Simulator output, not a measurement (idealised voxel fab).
A process module follows: voxel transistor to metal.
For reference, the cross-section in this document is cut, with width 280 nm and square cells of 5 nm.
Cross-section layout: square cells on a grid; listed as bands, top to bottom; a band spans one or more cell rows. Each band's line starts with the height of the band's top and of its bottom, in nm. Then come its materials from left to right, each with its width in nm. One material with "full width" fills the band from edge to edge. "air" is empty space. Height datum 0, below which the as-received substrate wafer is one material. Lowest band open at the bottom, running downward: "z 0 and below". A width given as "30 to 40" starts at the first number in the band's top row and ends at the second number in its bottom row, shifting by an equal amount at every step from row to row. "left unchanged", as given for a step, is the statement that not any cell of the cross-section underwent a change during that step. The label "Closed void entries" introduces a list of the empty spaces, 8 cells or larger, that have no open way up to the top; each entry in it reads width x height at distance, where the distance is taken from the left edge and all three are stated in nm. Anything after a step's settings on that line? It's the simulator's own note about the step. For masked steps, "overlay nm" on the step line gives how far right of plan the mask actually lay; a minus sign means it lay to the left.
The steps planned for the process are as follows:
1) RECEIVE: material Si
2) CONFORMAL_DEP: material SiO2, thk nm 5
3) CONFORMAL_DEP: material SiN, thk nm 15
4) DIRECTIONAL_DEP: material aC, thk nm 10
5) PATTERN: tone cover, mask id ACTIVE, material resist, width nm 110, pitch nm 130, thk nm 25, overlay nm 0
6) DIRECTIONAL_ETCH: etch materials aC, depth nm 10
7) STRIP: etch materials resist
8) DIRECTIONAL_ETCH: etch materials SiN, depth nm 15
9) DIRECTIONAL_ETCH: etch materials SiO2, depth nm 5
10) DIRECTIONAL_ETCH: etch materials Si, depth nm 20
11) STRIP: etch materials aC
12) FILL_DEP: material SiO2, thk nm 10
13) CMP: height nm 20
14) SELECTIVE_ETCH: etch materials SiO2, depth nm 15
15) STRIP: etch materials SiN
16) SELECTIVE_ETCH: etch materials SiO2, depth nm 5
17) OXIDIZE: depth nm 5
18) DIRECTIONAL_DEP: material polySi, thk nm 25
19) DIRECTIONAL_DEP: material SiCN, thk nm 10
20) MASKED_ETCH: tone cover, mask id GATE, width nm 20, pitch nm 130, etch materials SiCN, depth nm 20, overlay nm 0
21) MASKED_ETCH: tone cover, mask id GATE, width nm 20, pitch nm 130, etch materials polySi, depth nm 35, overlay nm 0
22) CONFORMAL_DEP: material SiN, thk nm 5
23) DIRECTIONAL_ETCH: etch materials SiN, depth nm 5
24) DIRECTIONAL_ETCH: etch materials SiO2, depth nm 5
25) DIRECTIONAL_ETCH: etch materials Si, depth nm 10
26) EPI: material SiGe, thk nm 10
27) FILL_DEP: material SiO2, thk nm 10
28) CMP: height nm 35
29) DIRECTIONAL_DEP: material SiO2, thk nm 10
30) MASKED_ETCH: tone open, mask id CONTACT, width nm 20, etch materials SiO2, depth nm 50, overlay nm 0
31) CONFORMAL_DEP: material TiN, thk nm 5
32) FILL_DEP: material Ru, thk nm 10
33) CMP: height nm 45
34) CONFORMAL_DEP: material SiCN, thk nm 5
35) DIRECTIONAL_DEP: material SiO2, thk nm 20
36) MASKED_ETCH: tone open, mask id METAL_1, width nm 20, etch materials SiO2, depth nm 20, overlay nm 0
37) MASKED_ETCH: tone open, mask id METAL_1, width nm 20, etch materials SiCN, depth nm 5, overlay nm 0
38) CONFORMAL_DEP: material TiN, thk nm 5
39) FILL_DEP: material W, thk nm 5
40) CMP: height nm 70
41) EPI: material Ru, thk nm 5
42) FILL_DEP: material SiCN, thk nm 5
43) DIRECTIONAL_DEP: material lowk, thk nm 25
44) PATTERN: tone open, mask id METAL_2, material resist, width nm 20, pitch nm 130, thk nm 15, overlay nm 0
45) DIRECTIONAL_ETCH: etch materials lowk, depth nm 15
46) STRIP: etch materials resist
47) PATTERN: tone open, mask id METAL_2_HOLES, material resist, width nm 15, pitch nm 130, thk nm 15, overlay nm 0
48) DIRECTIONAL_ETCH: etch materials lowk, depth nm 10
49) DIRECTIONAL_ETCH: etch materials SiCN, depth nm 5
50) STRIP: etch materials resist
51) CONFORMAL_DEP: material TiN, thk nm 5
52) FILL_DEP: material Cu, thk nm 5
53) CMP: height nm 105
54) CONFORMAL_DEP: material SiCN, thk nm 5
First of two wafers - as planned:
Step 1 complete: cross-section of the wafer as received:
    z 0 and below | Si full width
    Closed void entries: none
So this is the wafer cross-section right after step 2:
    z 5 to 0 | SiO2 full width
    No changes below 0.
So this is the wafer cross-section right after step 3:
    z 20 to 5 | SiN full width
    No changes below 5.
So this is the wafer cross-section right after step 4:
    z 30 to 20 | aC full width
    No changes below 20.
So this is the wafer cross-section right after step 5:
    z 55 to 30 | air: 20, then resist: 110, then air: 20, then resist: 110, then air: 20
    No changes below 30.
So this is the wafer cross-section right after step 6:
    z 45 to 30 | air: 20, then resist: 110, then air: 20, then resist: 110, then air: 20
    z 30 to 20 | air: 20, then aC: 110, then air: 20, then aC: 110, then air: 20
    No changes below 20.
So this is the wafer cross-section right after step 7:
    z 30 to 20 | air: 20, then aC: 110, then air: 20, then aC: 110, then air: 20
    No changes below 20.
So this is the wafer cross-section right after step 8:
    z 30 to 20 | air: 20, then aC: 110, then air: 20, then aC: 110, then air: 20
    z 20 to 5 | air: 20, then SiN: 110, then air: 20, then SiN: 110, then air: 20
    No changes below 5.
So this is the wafer cross-section right after step 9:
    z 30 to 20 | air: 20, then aC: 110, then air: 20, then aC: 110, then air: 20
    z 20 to 5 | air: 20, then SiN: 110, then air: 20, then SiN: 110, then air: 20
    z 5 to 0 | air: 20, then SiO2: 110, then air: 20, then SiO2: 110, then air: 20
    No changes below 0.
So this is the wafer cross-section right after step 10:
    z 30 to 20 | air: 20, then aC: 110, then air: 20, then aC: 110, then air: 20
    z 20 to 5 | air: 20, then SiN: 110, then air: 20, then SiN: 110, then air: 20
    z 5 to 0 | air: 20, then SiO2: 110, then air: 20, then SiO2: 110, then air: 20
    z 0 to -20 | air: 20, then Si: 110, then air: 20, then Si: 110, then air: 20
    No changes below -20.
So this is the wafer cross-section right after step 11:
    z 20 to 5 | air: 20, then SiN: 110, then air: 20, then SiN: 110, then air: 20
    No changes below 5.
So this is the wafer cross-section right after step 12:
    z 30 to 20 | SiO2 full width
    z 20 to 5 | SiO2: 20, then SiN: 110, then SiO2: 20, then SiN: 110, then SiO2: 20
    z 5 to 0 | SiO2 full width
    z 0 to -20 | SiO2: 20, then Si: 110, then SiO2: 20, then Si: 110, then SiO2: 20
    No changes below -20.
So this is the wafer cross-section right after step 13:
    z 20 to 5 | SiO2: 20, then SiN: 110, then SiO2: 20, then SiN: 110, then SiO2: 20
    No changes below 5.
So this is the wafer cross-section right after step 14:
    z 20 to 5 | air: 20, then SiN: 110, then air: 20, then SiN: 110, then air: 20
    No changes below 5.
So this is the wafer cross-section right after step 15:
    z 5 to 0 | SiO2 full width
    No changes below 0.
So this is the wafer cross-section right after step 16:
    z 0 to -20 | SiO2: 20, then Si: 110, then SiO2: 20, then Si: 110, then SiO2: 20
    No changes below -20.
So this is the wafer cross-section right after step 17:
    z 0 to -5 | SiO2 full width
    No changes below -5.
So this is the wafer cross-section right after step 18:
    z 25 to 0 | polySi full width
    No changes below 0.
So this is the wafer cross-section right after step 19:
    z 35 to 25 | SiCN full width
    No changes below 25.
So this is the wafer cross-section right after step 20:
    z 35 to 25 | air: 65, then SiCN: 20, then air: 110, then SiCN: 20, then air: 65
    No changes below 25.
So this is the wafer cross-section right after step 21:
    z 35 to 25 | air: 65, then SiCN: 20, then air: 110, then SiCN: 20, then air: 65
    z 25 to 0 | air: 65, then polySi: 20, then air: 110, then polySi: 20, then air: 65
    No changes below 0.
So this is the wafer cross-section right after step 22:
    z 40 to 35 | air: 60, then SiN: 30, then air: 100, then SiN: 30, then air: 60
    z 35 to 25 | air: 60, then SiN: 5, then SiCN: 20, then SiN: 5, then air: 100, then SiN: 5, then SiCN: 20, then SiN: 5, then air: 60
    z 25 to 5 | air: 60, then SiN: 5, then polySi: 20, then SiN: 5, then air: 100, then SiN: 5, then polySi: 20, then SiN: 5, then air: 60
    z 5 to 0 | SiN: 65, then polySi: 20, then SiN: 110, then polySi: 20, then SiN: 65
    No changes below 0.
So this is the wafer cross-section right after step 23:
    z 35 to 25 | air: 60, then SiN: 5, then SiCN: 20, then SiN: 5, then air: 100, then SiN: 5, then SiCN: 20, then SiN: 5, then air: 60
    z 25 to 0 | air: 60, then SiN: 5, then polySi: 20, then SiN: 5, then air: 100, then SiN: 5, then polySi: 20, then SiN: 5, then air: 60
    No changes below 0.
So this is the wafer cross-section right after step 24:
    z 35 to 25 | air: 60, then SiN: 5, then SiCN: 20, then SiN: 5, then air: 100, then SiN: 5, then SiCN: 20, then SiN: 5, then air: 60
    z 25 to 0 | air: 60, then SiN: 5, then polySi: 20, then SiN: 5, then air: 100, then SiN: 5, then polySi: 20, then SiN: 5, then air: 60
    z 0 to -5 | air: 60, then SiO2: 30, then air: 100, then SiO2: 30, then air: 60
    No changes below -5.
So this is the wafer cross-section right after step 25:
    z 35 to 25 | air: 60, then SiN: 5, then SiCN: 20, then SiN: 5, then air: 100, then SiN: 5, then SiCN: 20, then SiN: 5, then air: 60
    z 25 to 0 | air: 60, then SiN: 5, then polySi: 20, then SiN: 5, then air: 100, then SiN: 5, then polySi: 20, then SiN: 5, then air: 60
    z 0 to -5 | air: 60, then SiO2: 30, then air: 100, then SiO2: 30, then air: 60
    z -5 to -15 | SiO2: 20, then air: 40, then Si: 30, then air: 40, then SiO2: 20, then air: 40, then Si: 30, then air: 40, then SiO2: 20
    No changes below -15.
So this is the wafer cross-section right after step 26:
    z 35 to 25 | air: 60, then SiN: 5, then SiCN: 20, then SiN: 5, then air: 100, then SiN: 5, then SiCN: 20, then SiN: 5, then air: 60
    z 25 to 5 | air: 60, then SiN: 5, then polySi: 20, then SiN: 5, then air: 100, then SiN: 5, then polySi: 20, then SiN: 5, then air: 60
    z 5 to 0 | air: 50, then SiGe: 10, then SiN: 5, then polySi: 20, then SiN: 5, then SiGe: 10, then air: 80, then SiGe: 10, then SiN: 5, then polySi: 20, then SiN: 5, then SiGe: 10, then air: 50
    z 0 to -5 | air: 50, then SiGe: 10, then SiO2: 30, then SiGe: 10, then air: 80, then SiGe: 10, then SiO2: 30, then SiGe: 10, then air: 50
    z -5 to -15 | SiO2: 20, then SiGe: 40, then Si: 30, then SiGe: 40, then SiO2: 20, then SiGe: 40, then Si: 30, then SiGe: 40, then SiO2: 20
    No changes below -15.
So this is the wafer cross-section right after step 27:
    z 45 to 35 | SiO2 full width
    z 35 to 25 | SiO2: 60, then SiN: 5, then SiCN: 20, then SiN: 5, then SiO2: 100, then SiN: 5, then SiCN: 20, then SiN: 5, then SiO2: 60
    z 25 to 5 | SiO2: 60, then SiN: 5, then polySi: 20, then SiN: 5, then SiO2: 100, then SiN: 5, then polySi: 20, then SiN: 5, then SiO2: 60
    z 5 to 0 | SiO2: 50, then SiGe: 10, then SiN: 5, then polySi: 20, then SiN: 5, then SiGe: 10, then SiO2: 80, then SiGe: 10, then SiN: 5, then polySi: 20, then SiN: 5, then SiGe: 10, then SiO2: 50
    z 0 to -5 | SiO2: 50, then SiGe: 10, then SiO2: 30, then SiGe: 10, then SiO2: 80, then SiGe: 10, then SiO2: 30, then SiGe: 10, then SiO2: 50
    No changes below -5.
So this is the wafer cross-section right after step 28:
    z 35 to 25 | SiO2: 60, then SiN: 5, then SiCN: 20, then SiN: 5, then SiO2: 100, then SiN: 5, then SiCN: 20, then SiN: 5, then SiO2: 60
    No changes below 25.
So this is the wafer cross-section right after step 29:
    z 45 to 35 | SiO2 full width
    No changes below 35.
So this is the wafer cross-section right after step 30:
    z 45 to 35 | SiO2: 25, then air: 20, then SiO2: 60, then air: 20, then SiO2: 30, then air: 20, then SiO2: 60, then air: 20, then SiO2: 25
    z 35 to 25 | SiO2: 25, then air: 20, then SiO2: 15, then SiN: 5, then SiCN: 20, then SiN: 5, then SiO2: 15, then air: 20, then SiO2: 30, then air: 20, then SiO2: 15, then SiN: 5, then SiCN: 20, then SiN: 5, then SiO2: 15, then air: 20, then SiO2: 25
    z 25 to 5 | SiO2: 25, then air: 20, then SiO2: 15, then SiN: 5, then polySi: 20, then SiN: 5, then SiO2: 15, then air: 20, then SiO2: 30, then air: 20, then SiO2: 15, then SiN: 5, then polySi: 20, then SiN: 5, then SiO2: 15, then air: 20, then SiO2: 25
    z 5 to 0 | SiO2: 25, then air: 20, then SiO2: 5, then SiGe: 10, then SiN: 5, then polySi: 20, then SiN: 5, then SiGe: 10, then SiO2: 5, then air: 20, then SiO2: 30, then air: 20, then SiO2: 5, then SiGe: 10, then SiN: 5, then polySi: 20, then SiN: 5, then SiGe: 10, then SiO2: 5, then air: 20, then SiO2: 25
    z 0 to -5 | SiO2: 25, then air: 20, then SiO2: 5, then SiGe: 10, then SiO2: 30, then SiGe: 10, then SiO2: 5, then air: 20, then SiO2: 30, then air: 20, then SiO2: 5, then SiGe: 10, then SiO2: 30, then SiGe: 10, then SiO2: 5, then air: 20, then SiO2: 25
    No changes below -5.
So this is the wafer cross-section right after step 31:
    z 50 to 45 | TiN: 30, then air: 10, then TiN: 70, then air: 10, then TiN: 40, then air: 10, then TiN: 70, then air: 10, then TiN: 30
    z 45 to 35 | SiO2: 25, then TiN: 5, then air: 10, then TiN: 5, then SiO2: 60, then TiN: 5, then air: 10, then TiN: 5, then SiO2: 30, then TiN: 5, then air: 10, then TiN: 5, then SiO2: 60, then TiN: 5, then air: 10, then TiN: 5, then SiO2: 25
    z 35 to 25 | SiO2: 25, then TiN: 5, then air: 10, then TiN: 5, then SiO2: 15, then SiN: 5, then SiCN: 20, then SiN: 5, then SiO2: 15, then TiN: 5, then air: 10, then TiN: 5, then SiO2: 30, then TiN: 5, then air: 10, then TiN: 5, then SiO2: 15, then SiN: 5, then SiCN: 20, then SiN: 5, then SiO2: 15, then TiN: 5, then air: 10, then TiN: 5, then SiO2: 25
    z 25 to 5 | SiO2: 25, then TiN: 5, then air: 10, then TiN: 5, then SiO2: 15, then SiN: 5, then polySi: 20, then SiN: 5, then SiO2: 15, then TiN: 5, then air: 10, then TiN: 5, then SiO2: 30, then TiN: 5, then air: 10, then TiN: 5, then SiO2: 15, then SiN: 5, then polySi: 20, then SiN: 5, then SiO2: 15, then TiN: 5, then air: 10, then TiN: 5, then SiO2: 25
    z 5 to 0 | SiO2: 25, then TiN: 5, then air: 10, then TiN: 5, then SiO2: 5, then SiGe: 10, then SiN: 5, then polySi: 20, then SiN: 5, then SiGe: 10, then SiO2: 5, then TiN: 5, then air: 10, then TiN: 5, then SiO2: 30, then TiN: 5, then air: 10, then TiN: 5, then SiO2: 5, then SiGe: 10, then SiN: 5, then polySi: 20, then SiN: 5, then SiGe: 10, then SiO2: 5, then TiN: 5, then air: 10, then TiN: 5, then SiO2: 25
    z 0 to -5 | SiO2: 25, then TiN: 20, then SiO2: 5, then SiGe: 10, then SiO2: 30, then SiGe: 10, then SiO2: 5, then TiN: 20, then SiO2: 30, then TiN: 20, then SiO2: 5, then SiGe: 10, then SiO2: 30, then SiGe: 10, then SiO2: 5, then TiN: 20, then SiO2: 25
    No changes below -5.
So this is the wafer cross-section right after step 32:
    z 60 to 50 | Ru full width
    z 50 to 45 | TiN: 30, then Ru: 10, then TiN: 70, then Ru: 10, then TiN: 40, then Ru: 10, then TiN: 70, then Ru: 10, then TiN: 30
    z 45 to 35 | SiO2: 25, then TiN: 5, then Ru: 10, then TiN: 5, then SiO2: 60, then TiN: 5, then Ru: 10, then TiN: 5, then SiO2: 30, then TiN: 5, then Ru: 10, then TiN: 5, then SiO2: 60, then TiN: 5, then Ru: 10, then TiN: 5, then SiO2: 25
    z 35 to 25 | SiO2: 25, then TiN: 5, then Ru: 10, then TiN: 5, then SiO2: 15, then SiN: 5, then SiCN: 20, then SiN: 5, then SiO2: 15, then TiN: 5, then Ru: 10, then TiN: 5, then SiO2: 30, then TiN: 5, then Ru: 10, then TiN: 5, then SiO2: 15, then SiN: 5, then SiCN: 20, then SiN: 5, then SiO2: 15, then TiN: 5, then Ru: 10, then TiN: 5, then SiO2: 25
    z 25 to 5 | SiO2: 25, then TiN: 5, then Ru: 10, then TiN: 5, then SiO2: 15, then SiN: 5, then polySi: 20, then SiN: 5, then SiO2: 15, then TiN: 5, then Ru: 10, then TiN: 5, then SiO2: 30, then TiN: 5, then Ru: 10, then TiN: 5, then SiO2: 15, then SiN: 5, then polySi: 20, then SiN: 5, then SiO2: 15, then TiN: 5, then Ru: 10, then TiN: 5, then SiO2: 25
    z 5 to 0 | SiO2: 25, then TiN: 5, then Ru: 10, then TiN: 5, then SiO2: 5, then SiGe: 10, then SiN: 5, then polySi: 20, then SiN: 5, then SiGe: 10, then SiO2: 5, then TiN: 5, then Ru: 10, then TiN: 5, then SiO2: 30, then TiN: 5, then Ru: 10, then TiN: 5, then SiO2: 5, then SiGe: 10, then SiN: 5, then polySi: 20, then SiN: 5, then SiGe: 10, then SiO2: 5, then TiN: 5, then Ru: 10, then TiN: 5, then SiO2: 25
    No changes below 0.
So this is the wafer cross-section right after step 33:
    z 45 to 35 | SiO2: 25, then TiN: 5, then Ru: 10, then TiN: 5, then SiO2: 60, then TiN: 5, then Ru: 10, then TiN: 5, then SiO2: 30, then TiN: 5, then Ru: 10, then TiN: 5, then SiO2: 60, then TiN: 5, then Ru: 10, then TiN: 5, then SiO2: 25
    No changes below 35.
So this is the wafer cross-section right after step 34:
    z 50 to 45 | SiCN full width
    No changes below 45.
So this is the wafer cross-section right after step 35:
    z 70 to 50 | SiO2 full width
    No changes below 50.
So this is the wafer cross-section right after step 36:
    z 70 to 50 | SiO2: 25, then air: 20, then SiO2: 60, then air: 20, then SiO2: 30, then air: 20, then SiO2: 60, then air: 20, then SiO2: 25
    No changes below 50.
So this is the wafer cross-section right after step 37:
    z 70 to 50 | SiO2: 25, then air: 20, then SiO2: 60, then air: 20, then SiO2: 30, then air: 20, then SiO2: 60, then air: 20, then SiO2: 25
    z 50 to 45 | SiCN: 25, then air: 20, then SiCN: 60, then air: 20, then SiCN: 30, then air: 20, then SiCN: 60, then air: 20, then SiCN: 25
    No changes below 45.
So this is the wafer cross-section right after step 38:
    z 75 to 70 | TiN: 30, then air: 10, then TiN: 70, then air: 10, then TiN: 40, then air: 10, then TiN: 70, then air: 10, then TiN: 30
    z 70 to 50 | SiO2: 25, then TiN: 5, then air: 10, then TiN: 5, then SiO2: 60, then TiN: 5, then air: 10, then TiN: 5, then SiO2: 30, then TiN: 5, then air: 10, then TiN: 5, then SiO2: 60, then TiN: 5, then air: 10, then TiN: 5, then SiO2: 25
    z 50 to 45 | SiCN: 25, then TiN: 20, then SiCN: 60, then TiN: 20, then SiCN: 30, then TiN: 20, then SiCN: 60, then TiN: 20, then SiCN: 25
    No changes below 45.
So this is the wafer cross-section right after step 39:
    z 80 to 75 | W full width
    z 75 to 70 | TiN: 30, then W: 10, then TiN: 70, then W: 10, then TiN: 40, then W: 10, then TiN: 70, then W: 10, then TiN: 30
    z 70 to 50 | SiO2: 25, then TiN: 5, then W: 10, then TiN: 5, then SiO2: 60, then TiN: 5, then W: 10, then TiN: 5, then SiO2: 30, then TiN: 5, then W: 10, then TiN: 5, then SiO2: 60, then TiN: 5, then W: 10, then TiN: 5, then SiO2: 25
    No changes below 50.
So this is the wafer cross-section right after step 40:
    z 70 to 50 | SiO2: 25, then TiN: 5, then W: 10, then TiN: 5, then SiO2: 60, then TiN: 5, then W: 10, then TiN: 5, then SiO2: 30, then TiN: 5, then W: 10, then TiN: 5, then SiO2: 60, then TiN: 5, then W: 10, then TiN: 5, then SiO2: 25
    No changes below 50.
So this is the wafer cross-section right after step 41:
    z 75 to 70 | air: 20, then Ru: 30, then air: 50, then Ru: 30, then air: 20, then Ru: 30, then air: 50, then Ru: 30, then air: 20
    No changes below 70.
So this is the wafer cross-section right after step 42:
    z 80 to 75 | SiCN full width
    z 75 to 70 | SiCN: 20, then Ru: 30, then SiCN: 50, then Ru: 30, then SiCN: 20, then Ru: 30, then SiCN: 50, then Ru: 30, then SiCN: 20
    No changes below 70.
So this is the wafer cross-section right after step 43:
    z 105 to 80 | lowk full width
    No changes below 80.
So this is the wafer cross-section right after step 44:
    z 120 to 105 | resist: 25, then air: 20, then resist: 110, then air: 20, then resist: 105
    No changes below 105.
So this is the wafer cross-section right after step 45:
    z 120 to 105 | resist: 25, then air: 20, then resist: 110, then air: 20, then resist: 105
    z 105 to 90 | lowk: 25, then air: 20, then lowk: 110, then air: 20, then lowk: 105
    No changes below 90.
So this is the wafer cross-section right after step 46:
    z 105 to 90 | lowk: 25, then air: 20, then lowk: 110, then air: 20, then lowk: 105
    No changes below 90.
So this is the wafer cross-section right after step 47:
    z 120 to 105 | resist: 25, then air: 15, then resist: 115, then air: 15, then resist: 110
    z 105 to 90 | lowk: 25, then air: 15, then resist: 5, then lowk: 110, then air: 15, then resist: 5, then lowk: 105
    No changes below 90.
So this is the wafer cross-section right after step 48:
    z 120 to 105 | resist: 25, then air: 15, then resist: 115, then air: 15, then resist: 110
    z 105 to 90 | lowk: 25, then air: 15, then resist: 5, then lowk: 110, then air: 15, then resist: 5, then lowk: 105
    z 90 to 80 | lowk: 25, then air: 15, then lowk: 115, then air: 15, then lowk: 110
    No changes below 80.
So this is the wafer cross-section right after step 49:
    z 120 to 105 | resist: 25, then air: 15, then resist: 115, then air: 15, then resist: 110
    z 105 to 90 | lowk: 25, then air: 15, then resist: 5, then lowk: 110, then air: 15, then resist: 5, then lowk: 105
    z 90 to 80 | lowk: 25, then air: 15, then lowk: 115, then air: 15, then lowk: 110
    z 80 to 75 | SiCN: 25, then air: 15, then SiCN: 115, then air: 15, then SiCN: 110
    No changes below 75.
So this is the wafer cross-section right after step 50:
    z 105 to 90 | lowk: 25, then air: 20, then lowk: 110, then air: 20, then lowk: 105
    No changes below 90.
So this is the wafer cross-section right after step 51:
    z 110 to 105 | TiN: 30, then air: 10, then TiN: 120, then air: 10, then TiN: 110
    z 105 to 95 | lowk: 25, then TiN: 5, then air: 10, then TiN: 5, then lowk: 110, then TiN: 5, then air: 10, then TiN: 5, then lowk: 105
    z 95 to 90 | lowk: 25, then TiN: 5, then air: 5, then TiN: 10, then lowk: 110, then TiN: 5, then air: 5, then TiN: 10, then lowk: 105
    z 90 to 80 | lowk: 25, then TiN: 5, then air: 5, then TiN: 5, then lowk: 115, then TiN: 5, then air: 5, then TiN: 5, then lowk: 110
    z 80 to 75 | SiCN: 25, then TiN: 15, then SiCN: 115, then TiN: 15, then SiCN: 110
    No changes below 75.
So this is the wafer cross-section right after step 52:
    z 115 to 110 | Cu full width
    z 110 to 105 | TiN: 30, then Cu: 10, then TiN: 120, then Cu: 10, then TiN: 110
    z 105 to 95 | lowk: 25, then TiN: 5, then Cu: 10, then TiN: 5, then lowk: 110, then TiN: 5, then Cu: 10, then TiN: 5, then lowk: 105
    z 95 to 90 | lowk: 25, then TiN: 5, then Cu: 5, then TiN: 10, then lowk: 110, then TiN: 5, then Cu: 5, then TiN: 10, then lowk: 105
    z 90 to 80 | lowk: 25, then TiN: 5, then Cu: 5, then TiN: 5, then lowk: 115, then TiN: 5, then Cu: 5, then TiN: 5, then lowk: 110
    No changes below 80.
So this is the wafer cross-section right after step 53:
    z 105 to 95 | lowk: 25, then TiN: 5, then Cu: 10, then TiN: 5, then lowk: 110, then TiN: 5, then Cu: 10, then TiN: 5, then lowk: 105
    No changes below 95.
So this is the wafer cross-section right after step 54:
    z 110 to 105 | SiCN full width
    No changes below 105.
The second wafer began exactly as the first did and followed the same plan, but one mistake was made while running it; through step 32 inclusive, the two wafers are identical:
Second wafer cross-section, taken as of the time the plan sets for step 33 to be done: left unchanged
Second wafer cross-section, taken as of the time the plan sets for step 34 to be done:
    z 65 to 60 | SiCN full width
    No changes below 60.
Second wafer cross-section, taken as of the time the plan sets for step 35 to be done:
    z 85 to 65 | SiO2 full width
    No changes below 65.
Second wafer cross-section, taken as of the time the plan sets for step 36 to be done:
    z 85 to 65 | SiO2: 25, then air: 20, then SiO2: 60, then air: 20, then SiO2: 30, then air: 20, then SiO2: 60, then air: 20, then SiO2: 25
    No changes below 65.
Second wafer cross-section, taken as of the time the plan sets for step 37 to be done:
    z 85 to 65 | SiO2: 25, then air: 20, then SiO2: 60, then air: 20, then SiO2: 30, then air: 20, then SiO2: 60, then air: 20, then SiO2: 25
    z 65 to 60 | SiCN: 25, then air: 20, then SiCN: 60, then air: 20, then SiCN: 30, then air: 20, then SiCN: 60, then air: 20, then SiCN: 25
    No changes below 60.
Second wafer cross-section, taken as of the time the plan sets for step 38 to be done:
    z 90 to 85 | TiN: 30, then air: 10, then TiN: 70, then air: 10, then TiN: 40, then air: 10, then TiN: 70, then air: 10, then TiN: 30
    z 85 to 65 | SiO2: 25, then TiN: 5, then air: 10, then TiN: 5, then SiO2: 60, then TiN: 5, then air: 10, then TiN: 5, then SiO2: 30, then TiN: 5, then air: 10, then TiN: 5, then SiO2: 60, then TiN: 5, then air: 10, then TiN: 5, then SiO2: 25
    z 65 to 60 | SiCN: 25, then TiN: 20, then SiCN: 60, then TiN: 20, then SiCN: 30, then TiN: 20, then SiCN: 60, then TiN: 20, then SiCN: 25
    No changes below 60.
Second wafer cross-section, taken as of the time the plan sets for step 39 to be done:
    z 95 to 90 | W full width
    z 90 to 85 | TiN: 30, then W: 10, then TiN: 70, then W: 10, then TiN: 40, then W: 10, then TiN: 70, then W: 10, then TiN: 30
    z 85 to 65 | SiO2: 25, then TiN: 5, then W: 10, then TiN: 5, then SiO2: 60, then TiN: 5, then W: 10, then TiN: 5, then SiO2: 30, then TiN: 5, then W: 10, then TiN: 5, then SiO2: 60, then TiN: 5, then W: 10, then TiN: 5, then SiO2: 25
    No changes below 65.
Second wafer cross-section, taken as of the time the plan sets for step 40 to be done:
    z 70 to 65 | SiO2: 25, then TiN: 5, then W: 10, then TiN: 5, then SiO2: 60, then TiN: 5, then W: 10, then TiN: 5, then SiO2: 30, then TiN: 5, then W: 10, then TiN: 5, then SiO2: 60, then TiN: 5, then W: 10, then TiN: 5, then SiO2: 25
    No changes below 65.
Second wafer cross-section, taken as of the time the plan sets for step 41 to be done:
    z 75 to 70 | air: 20, then Ru: 30, then air: 50, then Ru: 30, then air: 20, then Ru: 30, then air: 50, then Ru: 30, then air: 20
    No changes below 70.
Second wafer cross-section, taken as of the time the plan sets for step 42 to be done:
    z 80 to 75 | SiCN full width
    z 75 to 70 | SiCN: 20, then Ru: 30, then SiCN: 50, then Ru: 30, then SiCN: 20, then Ru: 30, then SiCN: 50, then Ru: 30, then SiCN: 20
    No changes below 70.
Second wafer cross-section, taken as of the time the plan sets for step 43 to be done:
    z 105 to 80 | lowk full width
    No changes below 80.
Second wafer cross-section, taken as of the time the plan sets for step 44 to be done:
    z 120 to 105 | resist: 25, then air: 20, then resist: 110, then air: 20, then resist: 105
    No changes below 105.
Second wafer cross-section, taken as of the time the plan sets for step 45 to be done:
    z 120 to 105 | resist: 25, then air: 20, then resist: 110, then air: 20, then resist: 105
    z 105 to 90 | lowk: 25, then air: 20, then lowk: 110, then air: 20, then lowk: 105
    No changes below 90.
Second wafer cross-section, taken as of the time the plan sets for step 46 to be done:
    z 105 to 90 | lowk: 25, then air: 20, then lowk: 110, then air: 20, then lowk: 105
    No changes below 90.
Second wafer cross-section, taken as of the time the plan sets for step 47 to be done:
    z 120 to 105 | resist: 25, then air: 15, then resist: 115, then air: 15, then resist: 110
    z 105 to 90 | lowk: 25, then air: 15, then resist: 5, then lowk: 110, then air: 15, then resist: 5, then lowk: 105
    No changes below 90.
Second wafer cross-section, taken as of the time the plan sets for step 48 to be done:
    z 120 to 105 | resist: 25, then air: 15, then resist: 115, then air: 15, then resist: 110
    z 105 to 90 | lowk: 25, then air: 15, then resist: 5, then lowk: 110, then air: 15, then resist: 5, then lowk: 105
    z 90 to 80 | lowk: 25, then air: 15, then lowk: 115, then air: 15, then lowk: 110
    No changes below 80.
Second wafer cross-section, taken as of the time the plan sets for step 49 to be done:
    z 120 to 105 | resist: 25, then air: 15, then resist: 115, then air: 15, then resist: 110
    z 105 to 90 | lowk: 25, then air: 15, then resist: 5, then lowk: 110, then air: 15, then resist: 5, then lowk: 105
    z 90 to 80 | lowk: 25, then air: 15, then lowk: 115, then air: 15, then lowk: 110
    z 80 to 75 | SiCN: 25, then air: 15, then SiCN: 115, then air: 15, then SiCN: 110
    No changes below 75.
Second wafer cross-section, taken as of the time the plan sets for step 50 to be done:
    z 105 to 90 | lowk: 25, then air: 20, then lowk: 110, then air: 20, then lowk: 105
    No changes below 90.
Second wafer cross-section, taken as of the time the plan sets for step 51 to be done:
    z 110 to 105 | TiN: 30, then air: 10, then TiN: 120, then air: 10, then TiN: 110
    z 105 to 95 | lowk: 25, then TiN: 5, then air: 10, then TiN: 5, then lowk: 110, then TiN: 5, then air: 10, then TiN: 5, then lowk: 105
    z 95 to 90 | lowk: 25, then TiN: 5, then air: 5, then TiN: 10, then lowk: 110, then TiN: 5, then air: 5, then TiN: 10, then lowk: 105
    z 90 to 80 | lowk: 25, then TiN: 5, then air: 5, then TiN: 5, then lowk: 115, then TiN: 5, then air: 5, then TiN: 5, then lowk: 110
    z 80 to 75 | SiCN: 25, then TiN: 15, then SiCN: 115, then TiN: 15, then SiCN: 110
    No changes below 75.
Second wafer cross-section, taken as of the time the plan sets for step 52 to be done:
    z 115 to 110 | Cu full width
    z 110 to 105 | TiN: 30, then Cu: 10, then TiN: 120, then Cu: 10, then TiN: 110
    z 105 to 95 | lowk: 25, then TiN: 5, then Cu: 10, then TiN: 5, then lowk: 110, then TiN: 5, then Cu: 10, then TiN: 5, then lowk: 105
    z 95 to 90 | lowk: 25, then TiN: 5, then Cu: 5, then TiN: 10, then lowk: 110, then TiN: 5, then Cu: 5, then TiN: 10, then lowk: 105
    z 90 to 80 | lowk: 25, then TiN: 5, then Cu: 5, then TiN: 5, then lowk: 115, then TiN: 5, then Cu: 5, then TiN: 5, then lowk: 110
    No changes below 80.
Second wafer cross-section, taken as of the time the plan sets for step 53 to be done:
    z 105 to 95 | lowk: 25, then TiN: 5, then Cu: 10, then TiN: 5, then lowk: 110, then TiN: 5, then Cu: 10, then TiN: 5, then lowk: 105
    No changes below 95.
Second wafer cross-section, taken as of the time the plan sets for step 54 to be done:
    z 110 to 105 | SiCN full width
    No changes below 105.
The mistake made against the process plan was this: step 33 of the plan was bypassed and not carried out
Counted in cells at the end, the second wafer holds more or fewer of these materials than the first: Ru +120; SiO2 -120; TiN +24; W -24
